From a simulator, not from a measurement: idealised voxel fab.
process module | voxel transistor to metal
cross-section cut | 275 nm wide | cells 5 nm
A cross-section is a grid of square cells, given in bands from the top down. A band is one or more rows of cells.
Each band's line starts with the height of the band's top and of its bottom, in nm. Then come its materials from left to right, each with its width in nm. One material with "throughout" fills the band from edge to edge. "air" is empty space.
Height 0 is the level under which the wafer as received is all one material. The lowest band goes on downwards, as in "0 down".
A width such as "30 to 40" changes by the same amount from each row of cells to the next, from the band's top row to its bottom row.
"no change" after a step means that no cell of the cross-section changed.
closed voids: empty space of 8 cells or more with no open way to the top, each as width x height at its distance from the left edge, in nm
after a step's settings: what the simulator itself notes on the step
overlay nm, on a step with a mask: how far to the right of its planned place the mask lay; to the left if negative
plan
1 op RECEIVE | material Si
2 op CONFORMAL_DEP | material SiO2 | thk nm 5
3 op CONFORMAL_DEP | material SiN | thk nm 15
4 op MASKED_ETCH | tone cover | mask id ACTIVE | width nm 105 | pitch nm 130 | etch materials SiN | depth nm 15 | overlay nm 0
5 op MASKED_ETCH | tone cover | mask id ACTIVE | width nm 105 | pitch nm 130 | etch materials SiO2 | depth nm 5 | overlay nm 0
6 op MASKED_ETCH | tone cover | mask id ACTIVE | width nm 105 | pitch nm 130 | etch materials Si | depth nm 25 | overlay nm 0
7 op FILL_DEP | material SiO2 | thk nm 5
8 op CMP | height nm 10
9 op SELECTIVE_ETCH | etch materials SiO2 | depth nm 10
10 op STRIP | etch materials SiN
11 op SELECTIVE_ETCH | etch materials SiO2 | depth nm 5
12 op OXIDIZE | depth nm 5
13 op DIRECTIONAL_DEP | material polySi | thk nm 25
14 op DIRECTIONAL_DEP | material SiCN | thk nm 10
15 op PATTERN | tone cover | mask id GATE | material resist | width nm 25 | pitch nm 130 | thk nm 20 | overlay nm 0
16 op DIRECTIONAL_ETCH | etch materials SiCN | depth nm 20
17 op DIRECTIONAL_ETCH | etch materials polySi | depth nm 35
18 op STRIP | etch materials resist
19 op CONFORMAL_DEP | material SiN | thk nm 5
20 op DIRECTIONAL_ETCH | etch materials SiN | depth nm 5
21 op DIRECTIONAL_ETCH | etch materials SiO2 | depth nm 5
22 op DIRECTIONAL_ETCH | etch materials Si | depth nm 5
23 op EPI | material nSi | thk nm 10
24 op FILL_DEP | material SiO2 | thk nm 10
25 op CMP | height nm 25
26 op STRIP | etch materials polySi
27 op SELECTIVE_ETCH | etch materials SiO2 | depth nm 5
28 op CONFORMAL_DEP | material HfO2 | thk nm 5
29 op CONFORMAL_DEP | material TiN | thk nm 5
30 op FILL_DEP | material W | thk nm 5
31 op CMP | height nm 20
32 op DIRECTIONAL_DEP | material SiO2 | thk nm 10
33 op PATTERN | tone open | mask id CONTACT | material resist | width nm 15 | thk nm 15 | overlay nm 0
34 op DIRECTIONAL_ETCH | etch materials SiO2 | depth nm 30
35 op STRIP | etch materials resist
36 op CONFORMAL_DEP | material TiN | thk nm 5
37 op FILL_DEP | material W | thk nm 5
38 op CMP | height nm 30
39 op CONFORMAL_DEP | material SiCN | thk nm 5
40 op DIRECTIONAL_DEP | material SiO2 | thk nm 15
41 op DIRECTIONAL_DEP | material aC | thk nm 15
42 op PATTERN | tone open | mask id METAL_1 | material resist | width nm 15 | thk nm 35 | overlay nm 0
43 op DIRECTIONAL_ETCH | etch materials aC | depth nm 15
44 op STRIP | etch materials resist
45 op DIRECTIONAL_ETCH | etch materials SiO2 | depth nm 15
46 op DIRECTIONAL_ETCH | etch materials SiCN | depth nm 5
47 op STRIP | etch materials aC
48 op CONFORMAL_DEP | material TiN | thk nm 5
49 op FILL_DEP | material W | thk nm 5
50 op CMP | height nm 50
51 op EPI | material Ru | thk nm 5
52 op FILL_DEP | material SiCN | thk nm 5
varied across the wafers: height nm of step 8. The plan shows the first wafer's value. All wafers start alike
first wafer as received, after step 1
  0 down: Si throughout
  closed voids: none
first wafer at the end, after step 52
  60 to 55: SiCN throughout
  55 to 50: SiCN 25 | Ru 25 | SiCN 45 | Ru 25 | SiCN 35 | Ru 25 | SiCN 45 | Ru 25 | SiCN 25
  50 to 35: SiO2 30 | TiN 5 | W 5 | TiN 5 | SiO2 55 | TiN 5 | W 5 | TiN 5 | SiO2 45 | TiN 5 | W 5 | TiN 5 | SiO2 55 | TiN 5 | W 5 | TiN 5 | SiO2 30
  35 to 30: SiCN 30 | TiN 15 | SiCN 55 | TiN 15 | SiCN 45 | TiN 15 | SiCN 55 | TiN 15 | SiCN 30
  30 to 20: SiO2 30 | TiN 5 | W 5 | TiN 5 | SiO2 55 | TiN 5 | W 5 | TiN 5 | SiO2 45 | TiN 5 | W 5 | TiN 5 | SiO2 55 | TiN 5 | W 5 | TiN 5 | SiO2 30
  20 to 5: SiO2 30 | TiN 5 | W 5 | TiN 5 | SiO2 10 | SiN 5 | HfO2 5 | TiN 5 | W 5 | TiN 5 | HfO2 5 | SiN 5 | SiO2 10 | TiN 5 | W 5 | TiN 5 | SiO2 45 | TiN 5 | W 5 | TiN 5 | SiO2 10 | SiN 5 | HfO2 5 | TiN 5 | W 5 | TiN 5 | HfO2 5 | SiN 5 | SiO2 10 | TiN 5 | W 5 | TiN 5 | SiO2 30
  5 to 0: SiO2 30 | TiN 15 | nSi 10 | SiN 5 | HfO2 5 | TiN 15 | HfO2 5 | SiN 5 | nSi 10 | TiN 15 | SiO2 45 | TiN 15 | nSi 10 | SiN 5 | HfO2 5 | TiN 15 | HfO2 5 | SiN 5 | nSi 10 | TiN 15 | SiO2 30
  0 to -5: SiO2 15 | SiN 5 | nSi 35 | HfO2 35 | nSi 35 | SiN 5 | SiO2 15 | SiN 5 | nSi 35 | HfO2 35 | nSi 35 | SiN 5 | SiO2 15
  -5 to -10: SiO2 25 | nSi 30 | Si 35 | nSi 30 | SiO2 35 | nSi 30 | Si 35 | nSi 30 | SiO2 25
  -10 to -25: SiO2 20 | Si 105 | SiO2 25 | Si 105 | SiO2 20
  -25 down: Si throughout
  closed voids: none
last wafer at the end
  60 to 55: SiCN throughout
  55 to 50: SiCN 25 | Ru 25 | SiCN 45 | Ru 25 | SiCN 35 | Ru 25 | SiCN 45 | Ru 25 | SiCN 25
  50 to 35: SiO2 30 | TiN 5 | W 5 | TiN 5 | SiO2 55 | TiN 5 | W 5 | TiN 5 | SiO2 45 | TiN 5 | W 5 | TiN 5 | SiO2 55 | TiN 5 | W 5 | TiN 5 | SiO2 30
  35 to 30: SiCN 30 | TiN 15 | SiCN 55 | TiN 15 | SiCN 45 | TiN 15 | SiCN 55 | TiN 15 | SiCN 30
  30 to 20: SiO2 30 | TiN 5 | W 5 | TiN 5 | SiO2 55 | TiN 5 | W 5 | TiN 5 | SiO2 45 | TiN 5 | W 5 | TiN 5 | SiO2 55 | TiN 5 | W 5 | TiN 5 | SiO2 30
  20 to 10: SiO2 30 | TiN 5 | W 5 | TiN 5 | SiO2 10 | SiN 5 | HfO2 5 | TiN 5 | W 5 | TiN 5 | HfO2 5 | SiN 5 | SiO2 10 | TiN 5 | W 5 | TiN 5 | SiO2 45 | TiN 5 | W 5 | TiN 5 | SiO2 10 | SiN 5 | HfO2 5 | TiN 5 | W 5 | TiN 5 | HfO2 5 | SiN 5 | SiO2 10 | TiN 5 | W 5 | TiN 5 | SiO2 30
  10 to 5: SiO2 15 | SiN 5 | SiO2 10 | TiN 5 | W 5 | TiN 5 | SiO2 10 | SiN 5 | HfO2 5 | TiN 5 | W 5 | TiN 5 | HfO2 5 | SiN 5 | SiO2 10 | TiN 5 | W 5 | TiN 5 | SiO2 10 | SiN 5 | SiO2 15 | SiN 5 | SiO2 10 | TiN 5 | W 5 | TiN 5 | SiO2 10 | SiN 5 | HfO2 5 | TiN 5 | W 5 | TiN 5 | HfO2 5 | SiN 5 | SiO2 10 | TiN 5 | W 5 | TiN 5 | SiO2 10 | SiN 5 | SiO2 15
  5 to 0: SiO2 15 | SiN 5 | SiO2 10 | TiN 15 | nSi 10 | SiN 5 | HfO2 5 | TiN 15 | HfO2 5 | SiN 5 | nSi 10 | TiN 15 | SiO2 10 | SiN 5 | SiO2 15 | SiN 5 | SiO2 10 | TiN 15 | nSi 10 | SiN 5 | HfO2 5 | TiN 15 | HfO2 5 | SiN 5 | nSi 10 | TiN 15 | SiO2 10 | SiN 5 | SiO2 15
  0 to -5: SiO2 20 | nSi 35 | HfO2 35 | nSi 35 | SiO2 25 | nSi 35 | HfO2 35 | nSi 35 | SiO2 20
  -5 to -10: SiO2 20 | nSi 35 | Si 35 | nSi 35 | SiO2 25 | nSi 35 | Si 35 | nSi 35 | SiO2 20
  -10 to -25: SiO2 20 | Si 105 | SiO2 25 | Si 105 | SiO2 20
  -25 down: Si throughout
  closed voids: none
each wafer at the end: cells of each material gained (+) or lost (-) since it was received, then its closed voids
height nm 10 | +30 HfO2 | +20 Ru | -135 Si | +133 SiCN | +20 SiN | +388 SiO2 | +106 TiN | +38 W | +60 nSi | closed voids: none
height nm 15 | +30 HfO2 | +20 Ru | -135 Si | +133 SiCN | +16 SiN | +384 SiO2 | +106 TiN | +38 W | +68 nSi | closed voids: none
height nm 20 | +30 HfO2 | +20 Ru | -135 Si | +133 SiCN | +20 SiN | +384 SiO2 | +106 TiN | +38 W | +64 nSi | closed voids: none
height nm 25 | +30 HfO2 | +20 Ru | -135 Si | +133 SiCN | +24 SiN | +380 SiO2 | +106 TiN | +38 W | +64 nSi | closed voids: none
